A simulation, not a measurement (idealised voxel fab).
Herein follows the process module entitled voxel transistor to metal.
The width of the displayed cross-section, cut, is 300 nm; its cells are square, with a size of 5 nm.
Cross-section = grid of square cells, listed top down in bands; band = one or more rows. What a band's entry tells you: where the top is and where the bottom is, as heights in nm, and after that what lies inside, material by material from left to right, each with its width in nm. Empty space is written as the word "air", and a single material marked with the word "throughout" occupies the band from edge to edge. Ref level 0: as-received wafer is one material below here. Bottom band extends down with no lower bound ("z 0 and below"). A width such as "30 to 40" changes by the same amount from each row of cells to the next, from the band's top row to its bottom row. Where a step carries "remained unchanged", the cross-section came out of it unchanged, cell for cell. Closed empty spaces (no open way to the top) of 8 cells or more are what "Catalogued sealed voids" lists, each as width x height at distance from the left edge, nm for all three. Whatever follows a step's settings on its line is a remark the simulator itself makes about that step. The line of a step may include "overlay nm". On a step with a mask, this value is how far to the right of its planned place the mask lay. A negative value means the mask lay to the left. Guide to the pairs. Each holds a before and an after cross-section around one process step; the after cross-section is cut off at the lowest band that changed. Look under the pair for the step between them and its settings. Pairs can come from different runs of this module on the same starting wafer, so a pair follows on from the one above it only where its entry headed "Before-step section" says it does.
## Before-step section
> z 25 to 20 = 60 of air, then 5 of SiN, then 5 of air, then 30 of SiCN, then 5 of air, then 5 of SiN, then 80 of air, then 5 of SiN, then 5 of air, then 30 of SiCN, then 5 of air, then 5 of SiN, then 60 of air
> z 20 to 15 = 60 of air, then 5 of SiN, then 5 of SiO2, then 30 of SiCN, then 5 of SiO2, then 5 of SiN, then 80 of air, then 5 of SiN, then 5 of SiO2, then 30 of SiCN, then 5 of SiO2, then 5 of SiN, then 60 of air
> z 15 to 5 = 60 of air, then 5 of SiN, then 5 of SiO2, then 30 of polySi, then 5 of SiO2, then 5 of SiN, then 80 of air, then 5 of SiN, then 5 of SiO2, then 30 of polySi, then 5 of SiO2, then 5 of SiN, then 60 of air
> z 5 to -5 = 45 of air, then 15 of SiGe, then 5 of SiN, then 5 of SiO2, then 30 of polySi, then 5 of SiO2, then 5 of SiN, then 15 of SiGe, then 50 of air, then 15 of SiGe, then 5 of SiN, then 5 of SiO2, then 30 of polySi, then 5 of SiO2, then 5 of SiN, then 15 of SiGe, then 45 of air
> z -5 to -10 = 45 of air, then 15 of SiGe, then 50 of SiO2, then 15 of SiGe, then 50 of air, then 15 of SiGe, then 50 of SiO2, then 15 of SiGe, then 45 of air
> z -10 to -25 = 30 of SiO2, then 30 of SiGe, then 50 of Si, then 30 of SiGe, then 20 of SiO2, then 30 of SiGe, then 50 of Si, then 30 of SiGe, then 30 of SiO2
> z -25 and below = Si throughout
> Catalogued sealed voids: none
## Step Outcome
> z 25 to 20 = 60 of air, then 5 of SiN, then 5 of air, then 30 of SiCN, then 5 of air, then 5 of SiN, then 80 of air, then 5 of SiN, then 5 of air, then 30 of SiCN, then 5 of air, then 5 of SiN, then 60 of air
> z 20 to 15 = 30 of air, then 30 of SiGe, then 5 of SiN, then 5 of SiO2, then 30 of SiCN, then 5 of SiO2, then 5 of SiN, then 30 of SiGe, then 20 of air, then 30 of SiGe, then 5 of SiN, then 5 of SiO2, then 30 of SiCN, then 5 of SiO2, then 5 of SiN, then 30 of SiGe, then 30 of air
> z 15 to 5 = 30 of air, then 30 of SiGe, then 5 of SiN, then 5 of SiO2, then 30 of polySi, then 5 of SiO2, then 5 of SiN, then 30 of SiGe, then 20 of air, then 30 of SiGe, then 5 of SiN, then 5 of SiO2, then 30 of polySi, then 5 of SiO2, then 5 of SiN, then 30 of SiGe, then 30 of air
> z 5 to -5 = 15 of air, then 45 of SiGe, then 5 of SiN, then 5 of SiO2, then 30 of polySi, then 5 of SiO2, then 5 of SiN, then 80 of SiGe, then 5 of SiN, then 5 of SiO2, then 30 of polySi, then 5 of SiO2, then 5 of SiN, then 45 of SiGe, then 15 of air
> z -5 to -10 = 15 of air, then 45 of SiGe, then 50 of SiO2, then 80 of SiGe, then 50 of SiO2, then 45 of SiGe, then 15 of air
> Below -10, the layers are the same as they were.
> Catalogued sealed voids: none
Transition step, before and after shown above: op EPI | material SiGe | thk nm 15
Before-step section: this step begins from the cross-section that the pair just above shows after its step.
## Step Outcome
> z 35 to 25 = SiO2 throughout
> z 25 to 20 = 60 of SiO2, then 5 of SiN, then 5 of SiO2, then 30 of SiCN, then 5 of SiO2, then 5 of SiN, then 80 of SiO2, then 5 of SiN, then 5 of SiO2, then 30 of SiCN, then 5 of SiO2, then 5 of SiN, then 60 of SiO2
> z 20 to 15 = 30 of SiO2, then 30 of SiGe, then 5 of SiN, then 5 of SiO2, then 30 of SiCN, then 5 of SiO2, then 5 of SiN, then 30 of SiGe, then 20 of SiO2, then 30 of SiGe, then 5 of SiN, then 5 of SiO2, then 30 of SiCN, then 5 of SiO2, then 5 of SiN, then 30 of SiGe, then 30 of SiO2
> z 15 to 5 = 30 of SiO2, then 30 of SiGe, then 5 of SiN, then 5 of SiO2, then 30 of polySi, then 5 of SiO2, then 5 of SiN, then 30 of SiGe, then 20 of SiO2, then 30 of SiGe, then 5 of SiN, then 5 of SiO2, then 30 of polySi, then 5 of SiO2, then 5 of SiN, then 30 of SiGe, then 30 of SiO2
> z 5 to -5 = 15 of SiO2, then 45 of SiGe, then 5 of SiN, then 5 of SiO2, then 30 of polySi, then 5 of SiO2, then 5 of SiN, then 80 of SiGe, then 5 of SiN, then 5 of SiO2, then 30 of polySi, then 5 of SiO2, then 5 of SiN, then 45 of SiGe, then 15 of SiO2
> z -5 to -10 = 15 of SiO2, then 45 of SiGe, then 50 of SiO2, then 80 of SiGe, then 50 of SiO2, then 45 of SiGe, then 15 of SiO2
> Below -10, the layers are the same as they were.
> Catalogued sealed voids: none
Transition step, before and after shown above: op FILL_DEP | material SiO2 | thk nm 10
Before-step section: this step begins from the cross-section that the pair just above shows after its step.
## Step Outcome
> z 15 to 5 = 30 of SiO2, then 30 of SiGe, then 5 of SiN, then 5 of SiO2, then 30 of polySi, then 5 of SiO2, then 5 of SiN, then 30 of SiGe, then 20 of SiO2, then 30 of SiGe, then 5 of SiN, then 5 of SiO2, then 30 of polySi, then 5 of SiO2, then 5 of SiN, then 30 of SiGe, then 30 of SiO2
> Below 5, the layers are the same as they were.
> Catalogued sealed voids: none
Transition step, before and after shown above: op CMP | height nm 15
Before-step section: this step begins from the cross-section that the pair just above shows after its step.
## Step Outcome
> z 15 to 5 = 30 of SiO2, then 30 of SiGe, then 5 of SiN, then 5 of SiO2, then 30 of air, then 5 of SiO2, then 5 of SiN, then 30 of SiGe, then 20 of SiO2, then 30 of SiGe, then 5 of SiN, then 5 of SiO2, then 30 of air, then 5 of SiO2, then 5 of SiN, then 30 of SiGe, then 30 of SiO2
> z 5 to -5 = 15 of SiO2, then 45 of SiGe, then 5 of SiN, then 5 of SiO2, then 30 of air, then 5 of SiO2, then 5 of SiN, then 80 of SiGe, then 5 of SiN, then 5 of SiO2, then 30 of air, then 5 of SiO2, then 5 of SiN, then 45 of SiGe, then 15 of SiO2
> Below -5, the layers are the same as they were.
> Catalogued sealed voids: none
Transition step, before and after shown above: op STRIP | etch materials polySi
Before-step section: this step begins from the cross-section that the pair just above shows after its step.
## Step Outcome
> z 15 to 10 = 30 of air, then 30 of SiGe, then 5 of SiN, then 40 of air, then 5 of SiN, then 30 of SiGe, then 20 of air, then 30 of SiGe, then 5 of SiN, then 40 of air, then 5 of SiN, then 30 of SiGe, then 30 of air
> z 10 to 5 = 30 of SiO2, then 30 of SiGe, then 5 of SiN, then 40 of air, then 5 of SiN, then 30 of SiGe, then 20 of SiO2, then 30 of SiGe, then 5 of SiN, then 40 of air, then 5 of SiN, then 30 of SiGe, then 30 of SiO2
> z 5 to -5 = 15 of SiO2, then 45 of SiGe, then 5 of SiN, then 40 of air, then 5 of SiN, then 80 of SiGe, then 5 of SiN, then 40 of air, then 5 of SiN, then 45 of SiGe, then 15 of SiO2
> z -5 to -10 = 15 of SiO2, then 45 of SiGe, then 5 of SiO2, then 40 of air, then 5 of SiO2, then 80 of SiGe, then 5 of SiO2, then 40 of air, then 5 of SiO2, then 45 of SiGe, then 15 of SiO2
> Below -10, the layers are the same as they were.
> Catalogued sealed voids: none
Transition step, before and after shown above: op SELECTIVE_ETCH | etch materials SiO2 | depth nm 5
Before-step section: this step begins from the cross-section that the pair just above shows after its step.
## Step Outcome
> z 20 to 15 = 25 of air, then 45 of HfO2, then 30 of air, then 45 of HfO2, then 10 of air, then 45 of HfO2, then 30 of air, then 45 of HfO2, then 25 of air
> z 15 to 10 = 30 of HfO2, then 30 of SiGe, then 5 of SiN, then 5 of HfO2, then 30 of air, then 5 of HfO2, then 5 of SiN, then 30 of SiGe, then 20 of HfO2, then 30 of SiGe, then 5 of SiN, then 5 of HfO2, then 30 of air, then 5 of HfO2, then 5 of SiN, then 30 of SiGe, then 30 of HfO2
> z 10 to 5 = 30 of SiO2, then 30 of SiGe, then 5 of SiN, then 5 of HfO2, then 30 of air, then 5 of HfO2, then 5 of SiN, then 30 of SiGe, then 20 of SiO2, then 30 of SiGe, then 5 of SiN, then 5 of HfO2, then 30 of air, then 5 of HfO2, then 5 of SiN, then 30 of SiGe, then 30 of SiO2
> z 5 to -5 = 15 of SiO2, then 45 of SiGe, then 5 of SiN, then 5 of HfO2, then 30 of air, then 5 of HfO2, then 5 of SiN, then 80 of SiGe, then 5 of SiN, then 5 of HfO2, then 30 of air, then 5 of HfO2, then 5 of SiN, then 45 of SiGe, then 15 of SiO2
> z -5 to -10 = 15 of SiO2, then 45 of SiGe, then 5 of SiO2, then 40 of HfO2, then 5 of SiO2, then 80 of SiGe, then 5 of SiO2, then 40 of HfO2, then 5 of SiO2, then 45 of SiGe, then 15 of SiO2
> Below -10, the layers are the same as they were.
> Catalogued sealed voids: none
Transition step, before and after shown above: op CONFORMAL_DEP | material HfO2 | thk nm 5
Before-step section: this step begins from the cross-section that the pair just above shows after its step.
## Step Outcome
> z 25 to 20 = 20 of air, then 55 of TiN, then 20 of air, then 110 of TiN, then 20 of air, then 55 of TiN, then 20 of air
> z 20 to 15 = 25 of TiN, then 45 of HfO2, then 5 of TiN, then 20 of air, then 5 of TiN, then 45 of HfO2, then 10 of TiN, then 45 of HfO2, then 5 of TiN, then 20 of air, then 5 of TiN, then 45 of HfO2, then 25 of TiN
> z 15 to 10 = 30 of HfO2, then 30 of SiGe, then 5 of SiN, then 5 of HfO2, then 5 of TiN, then 20 of air, then 5 of TiN, then 5 of HfO2, then 5 of SiN, then 30 of SiGe, then 20 of HfO2, then 30 of SiGe, then 5 of SiN, then 5 of HfO2, then 5 of TiN, then 20 of air, then 5 of TiN, then 5 of HfO2, then 5 of SiN, then 30 of SiGe, then 30 of HfO2
> z 10 to 5 = 30 of SiO2, then 30 of SiGe, then 5 of SiN, then 5 of HfO2, then 5 of TiN, then 20 of air, then 5 of TiN, then 5 of HfO2, then 5 of SiN, then 30 of SiGe, then 20 of SiO2, then 30 of SiGe, then 5 of SiN, then 5 of HfO2, then 5 of TiN, then 20 of air, then 5 of TiN, then 5 of HfO2, then 5 of SiN, then 30 of SiGe, then 30 of SiO2
> z 5 to 0 = 15 of SiO2, then 45 of SiGe, then 5 of SiN, then 5 of HfO2, then 5 of TiN, then 20 of air, then 5 of TiN, then 5 of HfO2, then 5 of SiN, then 80 of SiGe, then 5 of SiN, then 5 of HfO2, then 5 of TiN, then 20 of air, then 5 of TiN, then 5 of HfO2, then 5 of SiN, then 45 of SiGe, then 15 of SiO2
> z 0 to -5 = 15 of SiO2, then 45 of SiGe, then 5 of SiN, then 5 of HfO2, then 30 of TiN, then 5 of HfO2, then 5 of SiN, then 80 of SiGe, then 5 of SiN, then 5 of HfO2, then 30 of TiN, then 5 of HfO2, then 5 of SiN, then 45 of SiGe, then 15 of SiO2
> Below -5, the layers are the same as they were.
> Catalogued sealed voids: none
Transition step, before and after shown above: op CONFORMAL_DEP | material TiN | thk nm 5
Before-step section: this step begins from the cross-section that the pair just above shows after its step.
## Step Outcome
> z 35 to 25 = W throughout
> z 25 to 20 = 20 of W, then 55 of TiN, then 20 of W, then 110 of TiN, then 20 of W, then 55 of TiN, then 20 of W
> z 20 to 15 = 25 of TiN, then 45 of HfO2, then 5 of TiN, then 20 of W, then 5 of TiN, then 45 of HfO2, then 10 of TiN, then 45 of HfO2, then 5 of TiN, then 20 of W, then 5 of TiN, then 45 of HfO2, then 25 of TiN
> z 15 to 10 = 30 of HfO2, then 30 of SiGe, then 5 of SiN, then 5 of HfO2, then 5 of TiN, then 20 of W, then 5 of TiN, then 5 of HfO2, then 5 of SiN, then 30 of SiGe, then 20 of HfO2, then 30 of SiGe, then 5 of SiN, then 5 of HfO2, then 5 of TiN, then 20 of W, then 5 of TiN, then 5 of HfO2, then 5 of SiN, then 30 of SiGe, then 30 of HfO2
> z 10 to 5 = 30 of SiO2, then 30 of SiGe, then 5 of SiN, then 5 of HfO2, then 5 of TiN, then 20 of W, then 5 of TiN, then 5 of HfO2, then 5 of SiN, then 30 of SiGe, then 20 of SiO2, then 30 of SiGe, then 5 of SiN, then 5 of HfO2, then 5 of TiN, then 20 of W, then 5 of TiN, then 5 of HfO2, then 5 of SiN, then 30 of SiGe, then 30 of SiO2
> z 5 to 0 = 15 of SiO2, then 45 of SiGe, then 5 of SiN, then 5 of HfO2, then 5 of TiN, then 20 of W, then 5 of TiN, then 5 of HfO2, then 5 of SiN, then 80 of SiGe, then 5 of SiN, then 5 of HfO2, then 5 of TiN, then 20 of W, then 5 of TiN, then 5 of HfO2, then 5 of SiN, then 45 of SiGe, then 15 of SiO2
> Below 0, the layers are the same as they were.
> Catalogued sealed voids: none
Transition step, before and after shown above: op FILL_DEP | material W | thk nm 10
Before-step section: this step begins from the cross-section that the pair just above shows after its step.
## Step Outcome
> z 10 to 5 = 30 of SiO2, then 30 of SiGe, then 5 of SiN, then 5 of HfO2, then 5 of TiN, then 20 of W, then 5 of TiN, then 5 of HfO2, then 5 of SiN, then 30 of SiGe, then 20 of SiO2, then 30 of SiGe, then 5 of SiN, then 5 of HfO2, then 5 of TiN, then 20 of W, then 5 of TiN, then 5 of HfO2, then 5 of SiN, then 30 of SiGe, then 30 of SiO2
> Below 5, the layers are the same as they were.
> Catalogued sealed voids: none
Transition step, before and after shown above: op CMP | height nm 10
Before-step section: this step begins from the cross-section that the pair just above shows after its step.
## Step Outcome
> z 20 to 10 = SiO2 throughout
> Below 10, the layers are the same as they were.
> Catalogued sealed voids: none
Transition step, before and after shown above: op DIRECTIONAL_DEP | material SiO2 | thk nm 10
Before-step section: this step begins from the cross-section that the pair just above shows after its step.
## Step Outcome
> z 20 to 10 = 40 of SiO2, then 15 of air, then 60 of SiO2, then 15 of air, then 40 of SiO2, then 15 of air, then 60 of SiO2, then 15 of air, then 40 of SiO2
> Below 10, the layers are the same as they were.
> Catalogued sealed voids: none
Transition step, before and after shown above: op MASKED_ETCH | tone open | mask id CONTACT | width nm 15 | etch materials SiO2 | depth nm 30 | overlay nm 0
Before-step section: this step begins from the cross-section that the pair just above shows after its step.
## Step Outcome
> z 25 to 20 = 45 of TiN, then 5 of air, then 70 of TiN, then 5 of air, then 50 of TiN, then 5 of air, then 70 of TiN, then 5 of air, then 45 of TiN
> z 20 to 15 = 40 of SiO2, then 5 of TiN, then 5 of air, then 5 of TiN, then 60 of SiO2, then 5 of TiN, then 5 of air, then 5 of TiN, then 40 of SiO2, then 5 of TiN, then 5 of air, then 5 of TiN, then 60 of SiO2, then 5 of TiN, then 5 of air, then 5 of TiN, then 40 of SiO2
> z 15 to 10 = 40 of SiO2, then 15 of TiN, then 60 of SiO2, then 15 of TiN, then 40 of SiO2, then 15 of TiN, then 60 of SiO2, then 15 of TiN, then 40 of SiO2
> Below 10, the layers are the same as they were.
> Catalogued sealed voids: none
Transition step, before and after shown above: op CONFORMAL_DEP | material TiN | thk nm 5
Before-step section: this step begins from the cross-section that the pair just above shows after its step.
## Step Outcome
> z 30 to 25 = W throughout
> z 25 to 20 = 45 of TiN, then 5 of W, then 70 of TiN, then 5 of W, then 50 of TiN, then 5 of W, then 70 of TiN, then 5 of W, then 45 of TiN
> z 20 to 15 = 40 of SiO2, then 5 of TiN, then 5 of W, then 5 of TiN, then 60 of SiO2, then 5 of TiN, then 5 of W, then 5 of TiN, then 40 of SiO2, then 5 of TiN, then 5 of W, then 5 of TiN, then 60 of SiO2, then 5 of TiN, then 5 of W, then 5 of TiN, then 40 of SiO2
> Below 15, the layers are the same as they were.
> Catalogued sealed voids: none
Transition step, before and after shown above: op FILL_DEP | material W | thk nm 5
Before-step section: this step begins from the cross-section that the pair just above shows after its step.
## Step Outcome
> z 20 to 15 = 40 of SiO2, then 5 of TiN, then 5 of W, then 5 of TiN, then 60 of SiO2, then 5 of TiN, then 5 of W, then 5 of TiN, then 40 of SiO2, then 5 of TiN, then 5 of W, then 5 of TiN, then 60 of SiO2, then 5 of TiN, then 5 of W, then 5 of TiN, then 40 of SiO2
> Below 15, the layers are the same as they were.
> Catalogued sealed voids: none
Transition step, before and after shown above: op CMP | height nm 20
Before-step section: this step begins from the cross-section that the pair just above shows after its step.
## Step Outcome
> z 25 to 20 = SiCN throughout
> Below 20, the layers are the same as they were.
> Catalogued sealed voids: none
Transition step, before and after shown above: op CONFORMAL_DEP | material SiCN | thk nm 5
Before-step section: this step begins from the cross-section that the pair just above shows after its step.
## Step Outcome
> z 40 to 25 = SiO2 throughout
> Below 25, the layers are the same as they were.
> Catalogued sealed voids: none
Transition step, before and after shown above: op DIRECTIONAL_DEP | material SiO2 | thk nm 15
Before-step section: this step begins from the cross-section that the pair just above shows after its step.
## Step Outcome
> z 55 to 40 = aC throughout
> Below 40, the layers are the same as they were.
> Catalogued sealed voids: none
Transition step, before and after shown above: op DIRECTIONAL_DEP | material aC | thk nm 15
Before-step section: this step begins from the cross-section that the pair just above shows after its step.
## Step Outcome
> z 90 to 55 = 40 of resist, then 15 of air, then 60 of resist, then 15 of air, then 40 of resist, then 15 of air, then 60 of resist, then 15 of air, then 40 of resist
> Below 55, the layers are the same as they were.
> Catalogued sealed voids: none
Transition step, before and after shown above: op PATTERN | tone open | mask id METAL_1 | material resist | width nm 15 | thk nm 35 | overlay nm 0
Before-step section: this step begins from the cross-section that the pair just above shows after its step.
## Step Outcome
> z 75 to 55 = 40 of resist, then 15 of air, then 60 of resist, then 15 of air, then 40 of resist, then 15 of air, then 60 of resist, then 15 of air, then 40 of resist
> z 55 to 40 = 40 of aC, then 15 of air, then 60 of aC, then 15 of air, then 40 of aC, then 15 of air, then 60 of aC, then 15 of air, then 40 of aC
> Below 40, the layers are the same as they were.
> Catalogued sealed voids: none
Transition step, before and after shown above: op DIRECTIONAL_ETCH | etch materials aC | depth nm 15
Before-step section: this step begins from the cross-section that the pair just above shows after its step.
## Step Outcome
> z 55 to 40 = 40 of aC, then 15 of air, then 60 of aC, then 15 of air, then 40 of aC, then 15 of air, then 60 of aC, then 15 of air, then 40 of aC
> Below 40, the layers are the same as they were.
> Catalogued sealed voids: none
Transition step, before and after shown above: op STRIP | etch materials resist
Before-step section: this step begins from the cross-section that the pair just above shows after its step.
## Step Outcome
> z 55 to 40 = 40 of aC, then 15 of air, then 60 of aC, then 15 of air, then 40 of aC, then 15 of air, then 60 of aC, then 15 of air, then 40 of aC
> z 40 to 25 = 40 of SiO2, then 15 of air, then 60 of SiO2, then 15 of air, then 40 of SiO2, then 15 of air, then 60 of SiO2, then 15 of air, then 40 of SiO2
> Below 25, the layers are the same as they were.
> Catalogued sealed voids: none
Transition step, before and after shown above: op DIRECTIONAL_ETCH | etch materials SiO2 | depth nm 15
Before-step section: this step begins from the cross-section that the pair just above shows after its step.
## Step Outcome
> z 55 to 40 = 40 of aC, then 15 of air, then 60 of aC, then 15 of air, then 40 of aC, then 15 of air, then 60 of aC, then 15 of air, then 40 of aC
> z 40 to 25 = 40 of SiO2, then 15 of air, then 60 of SiO2, then 15 of air, then 40 of SiO2, then 15 of air, then 60 of SiO2, then 15 of air, then 40 of SiO2
> z 25 to 20 = 40 of SiCN, then 15 of air, then 60 of SiCN, then 15 of air, then 40 of SiCN, then 15 of air, then 60 of SiCN, then 15 of air, then 40 of SiCN
> Below 20, the layers are the same as they were.
> Catalogued sealed voids: none
Transition step, before and after shown above: op DIRECTIONAL_ETCH | etch materials SiCN | depth nm 5
Before-step section: this step begins from the cross-section that the pair just above shows after its step.
## Step Outcome
> z 40 to 25 = 40 of SiO2, then 15 of air, then 60 of SiO2, then 15 of air, then 40 of SiO2, then 15 of air, then 60 of SiO2, then 15 of air, then 40 of SiO2
> Below 25, the layers are the same as they were.
> Catalogued sealed voids: none
Transition step, before and after shown above: op STRIP | etch materials aC
Before-step section: this step begins from the cross-section that the pair just above shows after its step.
## Step Outcome
> z 45 to 40 = 45 of TiN, then 5 of air, then 70 of TiN, then 5 of air, then 50 of TiN, then 5 of air, then 70 of TiN, then 5 of air, then 45 of TiN
> z 40 to 25 = 40 of SiO2, then 5 of TiN, then 5 of air, then 5 of TiN, then 60 of SiO2, then 5 of TiN, then 5 of air, then 5 of TiN, then 40 of SiO2, then 5 of TiN, then 5 of air, then 5 of TiN, then 60 of SiO2, then 5 of TiN, then 5 of air, then 5 of TiN, then 40 of SiO2
> z 25 to 20 = 40 of SiCN, then 15 of TiN, then 60 of SiCN, then 15 of TiN, then 40 of SiCN, then 15 of TiN, then 60 of SiCN, then 15 of TiN, then 40 of SiCN
> Below 20, the layers are the same as they were.
> Catalogued sealed voids: none
Transition step, before and after shown above: op CONFORMAL_DEP | material TiN | thk nm 5
Before-step section: this step begins from the cross-section that the pair just above shows after its step.
## Step Outcome
> z 55 to 45 = W throughout
> z 45 to 40 = 45 of TiN, then 5 of W, then 70 of TiN, then 5 of W, then 50 of TiN, then 5 of W, then 70 of TiN, then 5 of W, then 45 of TiN
> z 40 to 25 = 40 of SiO2, then 5 of TiN, then 5 of W, then 5 of TiN, then 60 of SiO2, then 5 of TiN, then 5 of W, then 5 of TiN, then 40 of SiO2, then 5 of TiN, then 5 of W, then 5 of TiN, then 60 of SiO2, then 5 of TiN, then 5 of W, then 5 of TiN, then 40 of SiO2
> Below 25, the layers are the same as they were.
> Catalogued sealed voids: none
Transition step, before and after shown above: op FILL_DEP | material W | thk nm 10
Before-step section: this step begins from the cross-section that the pair just above shows after its step.
## Step Outcome
> z 40 to 25 = 40 of SiO2, then 5 of TiN, then 5 of W, then 5 of TiN, then 60 of SiO2, then 5 of TiN, then 5 of W, then 5 of TiN, then 40 of SiO2, then 5 of TiN, then 5 of W, then 5 of TiN, then 60 of SiO2, then 5 of TiN, then 5 of W, then 5 of TiN, then 40 of SiO2
> Below 25, the layers are the same as they were.
> Catalogued sealed voids: none
Transition step, before and after shown above: op CMP | height nm 40
Before-step section: this step begins from the cross-section that the pair just above shows after its step.
## Step Outcome
> z 45 to 40 = SiN throughout
> Below 40, the layers are the same as they were.
> Catalogued sealed voids: none
Transition step, before and after shown above: op CONFORMAL_DEP | material SiN | thk nm 5
## Before-step section
> z 10 to 0 = 30 of air, then 110 of SiN, then 20 of air, then 110 of SiN, then 30 of air
> z 0 to -5 = SiO2 throughout
> z -5 to -25 = 30 of SiO2, then 110 of Si, then 20 of SiO2, then 110 of Si, then 30 of SiO2
> z -25 and below = Si throughout
> Catalogued sealed voids: none
## Step Outcome
> z 10 to 0 = 30 of air, then 110 of SiN, then 20 of air, then 110 of SiN, then 30 of air
> z 0 to -5 = 35 of air, then 100 of SiO2, then 30 of air, then 100 of SiO2, then 35 of air
> Below -5, the layers are the same as they were.
> Catalogued sealed voids: none
Transition step, before and after shown above: op SELECTIVE_ETCH | etch materials SiO2 | depth nm 5
Before-step section: this step begins from the cross-section that the pair just above shows after its step.
## Step Outcome
> z 0 to -5 = 35 of air, then 100 of SiO2, then 30 of air, then 100 of SiO2, then 35 of air
> Below -5, the layers are the same as they were.
> Catalogued sealed voids: none
Transition step, before and after shown above: op STRIP | etch materials SiN
Before-step section: this step begins from the cross-section that the pair just above shows after its step.
## Step Outcome
> z 0 to -5 = 35 of air, then 100 of SiO2, then 30 of air, then 100 of SiO2, then 35 of air
> z -5 to -10 = 40 of SiO2, then 90 of Si, then 40 of SiO2, then 90 of Si, then 40 of SiO2
> Below -10, the layers are the same as they were.
> Catalogued sealed voids: none
Transition step, before and after shown above: op OXIDIZE | depth nm 5
Before-step section: this step begins from the cross-section that the pair just above shows after its step.
## Step Outcome
> z 20 to 15 = 35 of air, then 100 of polySi, then 30 of air, then 100 of polySi, then 35 of air
> z 15 to 0 = polySi throughout
> z 0 to -5 = 35 of polySi, then 100 of SiO2, then 30 of polySi, then 100 of SiO2, then 35 of polySi
> Below -5, the layers are the same as they were.
> Catalogued sealed voids: none
Transition step, before and after shown above: op DIRECTIONAL_DEP | material polySi | thk nm 20
Before-step section: this step begins from the cross-section that the pair just above shows after its step.
## Step Outcome
> z 30 to 25 = 35 of air, then 100 of SiCN, then 30 of air, then 100 of SiCN, then 35 of air
> z 25 to 20 = SiCN throughout
> z 20 to 15 = 35 of SiCN, then 100 of polySi, then 30 of SiCN, then 100 of polySi, then 35 of SiCN
> Below 15, the layers are the same as they were.
> Catalogued sealed voids: none
Transition step, before and after shown above: op DIRECTIONAL_DEP | material SiCN | thk nm 10
Before-step section: this step begins from the cross-section that the pair just above shows after its step.
## Step Outcome
> z 45 to 40 = 35 of air, then 100 of aC, then 30 of air, then 100 of aC, then 35 of air
> z 40 to 30 = aC throughout
> z 30 to 25 = 35 of aC, then 100 of SiCN, then 30 of aC, then 100 of SiCN, then 35 of aC
> Below 25, the layers are the same as they were.
> Catalogued sealed voids: none
Transition step, before and after shown above: op DIRECTIONAL_DEP | material aC | thk nm 15
Before-step section: this step begins from the cross-section that the pair just above shows after its step.
## Step Outcome
> z 75 to 45 = 70 of air, then 30 of resist, then 100 of air, then 30 of resist, then 70 of air
> Below 45, the layers are the same as they were.
> Catalogued sealed voids: none
Transition step, before and after shown above: op PATTERN | tone cover | mask id GATE | material resist | width nm 30 | pitch nm 130 | thk nm 30 | overlay nm 0
Before-step section: this step begins from the cross-section that the pair just above shows after its step.
## Step Outcome
> z 60 to 45 = 70 of air, then 30 of resist, then 100 of air, then 30 of resist, then 70 of air
> z 45 to 30 = 70 of air, then 30 of aC, then 100 of air, then 30 of aC, then 70 of air
> z 30 to 25 = 35 of air, then 100 of SiCN, then 30 of air, then 100 of SiCN, then 35 of air
> Below 25, the layers are the same as they were.
> Catalogued sealed voids: none
Transition step, before and after shown above: op DIRECTIONAL_ETCH | etch materials aC | depth nm 15
Before-step section: this step begins from the cross-section that the pair just above shows after its step.
## Step Outcome
> z 45 to 30 = 70 of air, then 30 of aC, then 100 of air, then 30 of aC, then 70 of air
> Below 30, the layers are the same as they were.
> Catalogued sealed voids: none
Transition step, before and after shown above: op STRIP | etch materials resist
Before-step section: this step begins from the cross-section that the pair just above shows after its step.
## Step Outcome
> z 45 to 30 = 70 of air, then 30 of aC, then 100 of air, then 30 of aC, then 70 of air
> z 30 to 20 = 70 of air, then 30 of SiCN, then 100 of air, then 30 of SiCN, then 70 of air
> z 20 to 15 = 35 of air, then 100 of polySi, then 30 of air, then 100 of polySi, then 35 of air
> Below 15, the layers are the same as they were.
> Catalogued sealed voids: none
Transition step, before and after shown above: op DIRECTIONAL_ETCH | etch materials SiCN | depth nm 20
Before-step section: this step begins from the cross-section that the pair just above shows after its step.
## Step Outcome
> z 45 to 30 = 70 of air, then 30 of aC, then 100 of air, then 30 of aC, then 70 of air
> z 30 to 20 = 70 of air, then 30 of SiCN, then 100 of air, then 30 of SiCN, then 70 of air
> z 20 to 0 = 70 of air, then 30 of polySi, then 100 of air, then 30 of polySi, then 70 of air
> z 0 to -5 = 35 of air, then 100 of SiO2, then 30 of air, then 100 of SiO2, then 35 of air
> Below -5, the layers are the same as they were.
> Catalogued sealed voids: none
Transition step, before and after shown above: op DIRECTIONAL_ETCH | etch materials polySi | depth nm 30
Before-step section: this step begins from the cross-section that the pair just above shows after its step.
## Step Outcome
> z 30 to 20 = 70 of air, then 30 of SiCN, then 100 of air, then 30 of SiCN, then 70 of air
> Below 20, the layers are the same as they were.
> Catalogued sealed voids: none
Transition step, before and after shown above: op STRIP | etch materials aC
Before-step section: this step begins from the cross-section that the pair just above shows after its step.
## Step Outcome
> z 35 to 30 = 65 of air, then 40 of SiO2, then 90 of air, then 40 of SiO2, then 65 of air
> z 30 to 20 = 65 of air, then 5 of SiO2, then 30 of SiCN, then 5 of SiO2, then 90 of air, then 5 of SiO2, then 30 of SiCN, then 5 of SiO2, then 65 of air
> z 20 to 5 = 65 of air, then 5 of SiO2, then 30 of polySi, then 5 of SiO2, then 90 of air, then 5 of SiO2, then 30 of polySi, then 5 of SiO2, then 65 of air
> z 5 to 0 = 30 of air, then 40 of SiO2, then 30 of polySi, then 40 of SiO2, then 20 of air, then 40 of SiO2, then 30 of polySi, then 40 of SiO2, then 30 of air
> z 0 to -5 = SiO2 throughout
> Below -5, the layers are the same as they were.
> Catalogued sealed voids: none
Transition step, before and after shown above: op CONFORMAL_DEP | material SiO2 | thk nm 5
Before-step section: this step begins from the cross-section that the pair just above shows after its step.
## Step Outcome
> z 30 to 20 = 65 of air, then 5 of SiO2, then 30 of SiCN, then 5 of SiO2, then 90 of air, then 5 of SiO2, then 30 of SiCN, then 5 of SiO2, then 65 of air
> z 20 to 0 = 65 of air, then 5 of SiO2, then 30 of polySi, then 5 of SiO2, then 90 of air, then 5 of SiO2, then 30 of polySi, then 5 of SiO2, then 65 of air
> z 0 to -5 = 30 of air, then 110 of SiO2, then 20 of air, then 110 of SiO2, then 30 of air
> Below -5, the layers are the same as they were.
> Catalogued sealed voids: none
Transition step, before and after shown above: op DIRECTIONAL_ETCH | etch materials SiO2 | depth nm 5
